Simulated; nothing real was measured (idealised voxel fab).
process module | voxel ribs on slabs
cross-section cut | 240 nm wide | cells 5 nm
A cross-section is a grid of square cells, given in bands from the top down. A band is one or more rows of cells.
Each band's line starts with the height of the band's top and of its bottom, in nm. Then come its materials from left to right, each with its width in nm. One material with "throughout" fills the band from edge to edge. "air" is empty space.
Height 0 is the level under which the wafer as received is all one material. The lowest band goes on downwards, as in "0 down".
A width such as "30 to 40" changes by the same amount from each row of cells to the next, from the band's top row to its bottom row.
"no change" after a step means that no cell of the cross-section changed.
closed voids: empty space of 8 cells or more with no open way to the top, each as width x height at its distance from the left edge, in nm
after a step's settings: what the simulator itself notes on the step
overlay nm, on a step with a mask: how far to the right of its planned place the mask lay; to the left if negative
plan
1 op RECEIVE | material Si
2 op DIRECTIONAL_DEP | material SiO2 | thk nm 30
3 op DIRECTIONAL_DEP | material SiN | thk nm 20
4 op MASKED_ETCH | tone cover | mask id RIB | width nm 25 | etch materials SiN | depth nm 5 | overlay nm 0
5 op PATTERN | tone cover | mask id SLAB | material resist | width nm 65 | thk nm 20 | overlay nm 0
6 op DIRECTIONAL_ETCH | etch materials SiN | depth nm 15
7 op STRIP | etch materials resist
8 op FILL_DEP | material SiO2 | thk nm 15
9 op CMP | height nm 60
10 op DIRECTIONAL_DEP | material TiN | thk nm 5
11 op DIRECTIONAL_DEP | material aC | thk nm 10
12 op PATTERN | tone cover | mask id HEATER | material resist | width nm 35 | thk nm 25 | overlay nm 0
13 op DIRECTIONAL_ETCH | etch materials aC | depth nm 10
14 op STRIP | etch materials resist
15 op DIRECTIONAL_ETCH | etch materials TiN | depth nm 5
16 op STRIP | etch materials aC
17 op CONFORMAL_DEP | material SiO2 | thk nm 10
as received, after step 1
  0 down: Si throughout
  closed voids: none
first wafer at the end, as planned
  75 to 70: air 90 | SiO2 55 | air 95
  70 to 65: SiO2 throughout
  65 to 60: SiO2 100 | TiN 35 | SiO2 105
  60 to 50: SiO2 throughout
  50 to 45: SiO2 105 | SiN 25 | SiO2 110
  45 to 30: SiO2 85 | SiN 65 | SiO2 90
  30 to 0: SiO2 throughout
  0 down: Si throughout
  closed voids: none
second wafer at the end: like start, like plan, one mistake
  75 to 70: air 90 | SiO2 55 | air 95
  70 to 65: SiO2 throughout
  65 to 60: SiO2 100 | TiN 35 | SiO2 105
  60 to 50: TiN throughout
  50 to 45: TiN 105 | SiN 25 | TiN 110
  45 to 30: TiN 85 | SiN 65 | TiN 90
  30 to 0: SiO2 throughout
  0 down: Si throughout
  closed voids: none
what went wrong: step 8 ran as: op FILL_DEP | material TiN | thk nm 15
at the end the second wafer has, in cells: 244 fewer of SiO2 | 244 more of TiN
